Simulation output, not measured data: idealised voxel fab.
process module | voxel spacer lines
cross-section cut | 210 nm wide | cells 5 nm
A cross-section is a grid of square cells, given in bands from the top down. A band is one or more rows of cells.
Each band's line starts with the height of the band's top and of its bottom, in nm. Then come its materials from left to right, each with its width in nm. One material with "throughout" fills the band from edge to edge. "air" is empty space.
Height 0 is the level under which the wafer as received is all one material. The lowest band goes on downwards, as in "0 down".
A width such as "30 to 40" changes by the same amount from each row of cells to the next, from the band's top row to its bottom row.
"no change" after a step means that no cell of the cross-section changed.
closed voids: empty space of 8 cells or more with no open way to the top, each as width x height at its distance from the left edge, in nm
after a step's settings: what the simulator itself notes on the step
overlay nm, on a step with a mask: how far to the right of its planned place the mask lay; to the left if negative
plan
1 op RECEIVE | material Si
2 op CONFORMAL_DEP | material Al2O3 | thk nm 10
3 op DIRECTIONAL_DEP | material W | thk nm 10
4 op DIRECTIONAL_DEP | material aC | thk nm 20
5 op PATTERN | tone cover | mask id MANDREL | material resist | width nm 15 | pitch nm 50 | thk nm 25 | overlay nm 0
6 op DIRECTIONAL_ETCH | etch materials aC | depth nm 20
7 op STRIP | etch materials resist
8 op CONFORMAL_DEP | material SiO2 | thk nm 10
9 op DIRECTIONAL_ETCH | etch materials SiO2 | depth nm 10
10 op STRIP | etch materials aC
11 op DIRECTIONAL_ETCH | etch materials W | depth nm 10
12 op STRIP | etch materials SiO2
as received, after step 1
  0 down: Si throughout
  closed voids: none
a wafer at the end: this start, this plan, one mistake
  10 to 0: air 60 | W 10 | air 15 | W 10 | air 15 | W 10 | air 15 | W 10 | air 65
  0 down: Si throughout
  closed voids: none
what went wrong: step 2 was left out
